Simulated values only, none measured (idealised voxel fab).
process module | voxel gate over fins
cross-section cut | 240 nm wide | cells 5 nm
A cross-section is a grid of square cells, given in bands from the top down. A band is one or more rows of cells.
Each band's line starts with the height of the band's top and of its bottom, in nm. Then come its materials from left to right, each with its width in nm. One material with "throughout" fills the band from edge to edge. "air" is empty space.
Height 0 is the level under which the wafer as received is all one material. The lowest band goes on downwards, as in "0 down".
A width such as "30 to 40" changes by the same amount from each row of cells to the next, from the band's top row to its bottom row.
"no change" after a step means that no cell of the cross-section changed.
closed voids: empty space of 8 cells or more with no open way to the top, each as width x height at its distance from the left edge, in nm
after a step's settings: what the simulator itself notes on the step
overlay nm, on a step with a mask: how far to the right of its planned place the mask lay; to the left if negative
plan
1 op RECEIVE | material Si
2 op CONFORMAL_DEP | material SiN | thk nm 5
3 op DIRECTIONAL_DEP | material aC | thk nm 15
4 op PATTERN | tone cover | mask id FINS | material resist | width nm 15 | pitch nm 50 | thk nm 30 | overlay nm 0
5 op DIRECTIONAL_ETCH | etch materials aC | depth nm 15
6 op STRIP | etch materials resist
7 op DIRECTIONAL_ETCH | etch materials SiN | depth nm 5
8 op DIRECTIONAL_ETCH | etch materials Si | depth nm 35
9 op STRIP | etch materials aC
10 op OXIDIZE | depth nm 5
11 op FILL_DEP | material SiO2 | thk nm 15
12 op CMP | height nm 5
13 op DIRECTIONAL_DEP | material aC | thk nm 10
14 op PATTERN | tone open | mask id RAIL | material resist | width nm 15 | thk nm 30 | overlay nm 0
15 op DIRECTIONAL_ETCH | etch materials aC | depth nm 10
16 op STRIP | etch materials resist
17 op DIRECTIONAL_ETCH | etch materials SiO2 | depth nm 35
18 op STRIP | etch materials aC
19 op CONFORMAL_DEP | material TiN | thk nm 5
20 op FILL_DEP | material W | thk nm 5
21 op CMP | height nm 5
22 op SELECTIVE_ETCH | etch materials W Ru TiN | depth nm 25
23 op FILL_DEP | material SiO2 | thk nm 5
24 op CMP | height nm 5
25 op SELECTIVE_ETCH | etch materials SiO2 | depth nm 15
26 op STRIP | etch materials SiN
27 op CONFORMAL_DEP | material HfO2 | thk nm 5
28 op CONFORMAL_DEP | material TiN | thk nm 5
29 op CONFORMAL_DEP | material TiAl | thk nm 5
30 op CONFORMAL_DEP | material TiN | thk nm 5
31 op FILL_DEP | material W | thk nm 15
32 op CMP | height nm 30
33 op CONFORMAL_DEP | material SiN | thk nm 10
first wafer, as planned
as received, after step 1
  0 down: Si throughout
  closed voids: none
after step 2
  5 to 0: SiN throughout
  below 0: unchanged
after step 3
  20 to 5: aC throughout
  below 5: unchanged
after step 4
  50 to 20: air 85 | resist 15 | air 35 | resist 15 | air 90
  below 20: unchanged
after step 5
  35 to 20: air 85 | resist 15 | air 35 | resist 15 | air 90
  20 to 5: air 85 | aC 15 | air 35 | aC 15 | air 90
  below 5: unchanged
after step 6
  20 to 5: air 85 | aC 15 | air 35 | aC 15 | air 90
  below 5: unchanged
after step 7
  20 to 5: air 85 | aC 15 | air 35 | aC 15 | air 90
  5 to 0: air 85 | SiN 15 | air 35 | SiN 15 | air 90
  below 0: unchanged
after step 8
  20 to 5: air 85 | aC 15 | air 35 | aC 15 | air 90
  5 to 0: air 85 | SiN 15 | air 35 | SiN 15 | air 90
  0 to -35: air 85 | Si 15 | air 35 | Si 15 | air 90
  below -35: unchanged
after step 9
  5 to 0: air 85 | SiN 15 | air 35 | SiN 15 | air 90
  below 0: unchanged
after step 10
  5 to 0: air 85 | SiN 15 | air 35 | SiN 15 | air 90
  0 to -35: air 85 | SiO2 5 | Si 5 | SiO2 5 | air 35 | SiO2 5 | Si 5 | SiO2 5 | air 90
  -35 to -40: SiO2 90 | Si 5 | SiO2 45 | Si 5 | SiO2 95
  below -40: unchanged
after step 11
  20 to 5: SiO2 throughout
  5 to 0: SiO2 85 | SiN 15 | SiO2 35 | SiN 15 | SiO2 90
  0 to -40: SiO2 90 | Si 5 | SiO2 45 | Si 5 | SiO2 95
  below -40: unchanged
after step 12
  5 to 0: SiO2 85 | SiN 15 | SiO2 35 | SiN 15 | SiO2 90
  below 0: unchanged
after step 13
  15 to 5: aC throughout
  below 5: unchanged
after step 14
  45 to 15: resist 110 | air 15 | resist 115
  below 15: unchanged
after step 15
  35 to 15: resist 110 | air 15 | resist 115
  15 to 5: aC 110 | air 15 | aC 115
  below 5: unchanged
after step 16
  15 to 5: aC 110 | air 15 | aC 115
  below 5: unchanged
after step 17
  15 to 5: aC 110 | air 15 | aC 115
  5 to 0: SiO2 85 | SiN 15 | SiO2 10 | air 15 | SiO2 10 | SiN 15 | SiO2 90
  0 to -30: SiO2 90 | Si 5 | SiO2 15 | air 15 | SiO2 15 | Si 5 | SiO2 95
  below -30: unchanged
after step 18
  5 to 0: SiO2 85 | SiN 15 | SiO2 10 | air 15 | SiO2 10 | SiN 15 | SiO2 90
  below 0: unchanged
after step 19
  10 to 5: TiN 115 | air 5 | TiN 120
  5 to 0: SiO2 85 | SiN 15 | SiO2 10 | TiN 5 | air 5 | TiN 5 | SiO2 10 | SiN 15 | SiO2 90
  0 to -25: SiO2 90 | Si 5 | SiO2 15 | TiN 5 | air 5 | TiN 5 | SiO2 15 | Si 5 | SiO2 95
  -25 to -30: SiO2 90 | Si 5 | SiO2 15 | TiN 15 | SiO2 15 | Si 5 | SiO2 95
  below -30: unchanged
after step 20
  15 to 10: W throughout
  10 to 5: TiN 115 | W 5 | TiN 120
  5 to 0: SiO2 85 | SiN 15 | SiO2 10 | TiN 5 | W 5 | TiN 5 | SiO2 10 | SiN 15 | SiO2 90
  0 to -25: SiO2 90 | Si 5 | SiO2 15 | TiN 5 | W 5 | TiN 5 | SiO2 15 | Si 5 | SiO2 95
  below -25: unchanged
after step 21
  5 to 0: SiO2 85 | SiN 15 | SiO2 10 | TiN 5 | W 5 | TiN 5 | SiO2 10 | SiN 15 | SiO2 90
  below 0: unchanged
after step 22
  5 to 0: SiO2 85 | SiN 15 | SiO2 10 | air 15 | SiO2 10 | SiN 15 | SiO2 90
  0 to -20: SiO2 90 | Si 5 | SiO2 15 | air 15 | SiO2 15 | Si 5 | SiO2 95
  below -20: unchanged
after step 23
  10 to 5: SiO2 throughout
  5 to 0: SiO2 85 | SiN 15 | SiO2 35 | SiN 15 | SiO2 90
  0 to -20: SiO2 90 | Si 5 | SiO2 45 | Si 5 | SiO2 95
  below -20: unchanged
after step 24
  5 to 0: SiO2 85 | SiN 15 | SiO2 35 | SiN 15 | SiO2 90
  below 0: unchanged
after step 25
  5 to 0: air 85 | SiN 15 | air 35 | SiN 15 | air 90
  0 to -10: air 90 | Si 5 | air 45 | Si 5 | air 95
  below -10: unchanged
after step 26
  0 to -10: air 90 | Si 5 | air 45 | Si 5 | air 95
  below -10: unchanged
after step 27
  5 to 0: air 85 | HfO2 15 | air 35 | HfO2 15 | air 90
  0 to -5: air 85 | HfO2 5 | Si 5 | HfO2 5 | air 35 | HfO2 5 | Si 5 | HfO2 5 | air 90
  -5 to -10: HfO2 90 | Si 5 | HfO2 45 | Si 5 | HfO2 95
  below -10: unchanged
after step 28
  10 to 5: air 80 | TiN 25 | air 25 | TiN 25 | air 85
  5 to 0: air 80 | TiN 5 | HfO2 15 | TiN 5 | air 25 | TiN 5 | HfO2 15 | TiN 5 | air 85
  0 to -5: TiN 85 | HfO2 5 | Si 5 | HfO2 5 | TiN 35 | HfO2 5 | Si 5 | HfO2 5 | TiN 90
  below -5: unchanged
after step 29
  15 to 10: air 75 | TiAl 35 | air 15 | TiAl 35 | air 80
  10 to 5: air 75 | TiAl 5 | TiN 25 | TiAl 5 | air 15 | TiAl 5 | TiN 25 | TiAl 5 | air 80
  5 to 0: TiAl 80 | TiN 5 | HfO2 15 | TiN 5 | TiAl 25 | TiN 5 | HfO2 15 | TiN 5 | TiAl 85
  below 0: unchanged
after step 30
  20 to 15: air 70 | TiN 45 | air 5 | TiN 45 | air 75
  15 to 10: air 70 | TiN 5 | TiAl 35 | TiN 5 | air 5 | TiN 5 | TiAl 35 | TiN 5 | air 75
  10 to 5: TiN 75 | TiAl 5 | TiN 25 | TiAl 5 | TiN 15 | TiAl 5 | TiN 25 | TiAl 5 | TiN 80
  below 5: unchanged
after step 31
  35 to 20: W throughout
  20 to 15: W 70 | TiN 45 | W 5 | TiN 45 | W 75
  15 to 10: W 70 | TiN 5 | TiAl 35 | TiN 5 | W 5 | TiN 5 | TiAl 35 | TiN 5 | W 75
  below 10: unchanged
after step 32
  30 to 20: W throughout
  below 20: unchanged
after step 33
  40 to 30: SiN throughout
  below 30: unchanged
second wafer: like start, like plan, one mistake. Through step 24 it matches the first wafer
when step 25 should have ended
  5 to 0: air 85 | SiN 15 | air 35 | SiN 15 | air 90
  0 to -20: air 90 | Si 5 | air 45 | Si 5 | air 95
  below -20: unchanged
when step 26 should have ended
  0 to -20: air 90 | Si 5 | air 45 | Si 5 | air 95
  below -20: unchanged
when step 27 should have ended
  5 to 0: air 85 | HfO2 15 | air 35 | HfO2 15 | air 90
  0 to -15: air 85 | HfO2 5 | Si 5 | HfO2 5 | air 35 | HfO2 5 | Si 5 | HfO2 5 | air 90
  -15 to -20: HfO2 90 | Si 5 | HfO2 45 | Si 5 | HfO2 95
  below -20: unchanged
when step 28 should have ended
  10 to 5: air 80 | TiN 25 | air 25 | TiN 25 | air 85
  5 to 0: air 80 | TiN 5 | HfO2 15 | TiN 5 | air 25 | TiN 5 | HfO2 15 | TiN 5 | air 85
  0 to -10: air 80 | TiN 5 | HfO2 5 | Si 5 | HfO2 5 | TiN 5 | air 25 | TiN 5 | HfO2 5 | Si 5 | HfO2 5 | TiN 5 | air 85
  -10 to -15: TiN 85 | HfO2 5 | Si 5 | HfO2 5 | TiN 35 | HfO2 5 | Si 5 | HfO2 5 | TiN 90
  below -15: unchanged
when step 29 should have ended
  15 to 10: air 75 | TiAl 35 | air 15 | TiAl 35 | air 80
  10 to 5: air 75 | TiAl 5 | TiN 25 | TiAl 5 | air 15 | TiAl 5 | TiN 25 | TiAl 5 | air 80
  5 to 0: air 75 | TiAl 5 | TiN 5 | HfO2 15 | TiN 5 | TiAl 5 | air 15 | TiAl 5 | TiN 5 | HfO2 15 | TiN 5 | TiAl 5 | air 80
  0 to -5: air 75 | TiAl 5 | TiN 5 | HfO2 5 | Si 5 | HfO2 5 | TiN 5 | TiAl 5 | air 15 | TiAl 5 | TiN 5 | HfO2 5 | Si 5 | HfO2 5 | TiN 5 | TiAl 5 | air 80
  -5 to -10: TiAl 80 | TiN 5 | HfO2 5 | Si 5 | HfO2 5 | TiN 5 | TiAl 25 | TiN 5 | HfO2 5 | Si 5 | HfO2 5 | TiN 5 | TiAl 85
  below -10: unchanged
when step 30 should have ended
  20 to 15: air 70 | TiN 45 | air 5 | TiN 45 | air 75
  15 to 10: air 70 | TiN 5 | TiAl 35 | TiN 5 | air 5 | TiN 5 | TiAl 35 | TiN 5 | air 75
  10 to 5: air 70 | TiN 5 | TiAl 5 | TiN 25 | TiAl 5 | TiN 5 | air 5 | TiN 5 | TiAl 5 | TiN 25 | TiAl 5 | TiN 5 | air 75
  5 to 0: air 70 | TiN 5 | TiAl 5 | TiN 5 | HfO2 15 | TiN 5 | TiAl 5 | TiN 5 | air 5 | TiN 5 | TiAl 5 | TiN 5 | HfO2 15 | TiN 5 | TiAl 5 | TiN 5 | air 75
  0 to -5: TiN 75 | TiAl 5 | TiN 5 | HfO2 5 | Si 5 | HfO2 5 | TiN 5 | TiAl 5 | TiN 15 | TiAl 5 | TiN 5 | HfO2 5 | Si 5 | HfO2 5 | TiN 5 | TiAl 5 | TiN 80
  below -5: unchanged
when step 31 should have ended
  35 to 20: W throughout
  20 to 15: W 70 | TiN 45 | W 5 | TiN 45 | W 75
  15 to 10: W 70 | TiN 5 | TiAl 35 | TiN 5 | W 5 | TiN 5 | TiAl 35 | TiN 5 | W 75
  10 to 5: W 70 | TiN 5 | TiAl 5 | TiN 25 | TiAl 5 | TiN 5 | W 5 | TiN 5 | TiAl 5 | TiN 25 | TiAl 5 | TiN 5 | W 75
  5 to 0: W 70 | TiN 5 | TiAl 5 | TiN 5 | HfO2 15 | TiN 5 | TiAl 5 | TiN 5 | W 5 | TiN 5 | TiAl 5 | TiN 5 | HfO2 15 | TiN 5 | TiAl 5 | TiN 5 | W 75
  below 0: unchanged
when step 32 should have ended
  30 to 20: W throughout
  below 20: unchanged
when step 33 should have ended
  40 to 30: SiN throughout
  below 30: unchanged
what went wrong: step 25 ran as: op SELECTIVE_ETCH | etch materials SiO2 | depth nm 25
at the end the second wafer has, in cells: 8 more of HfO2 | 92 fewer of SiO2 | 8 more of TiAl | 16 more of TiN | 60 more of W
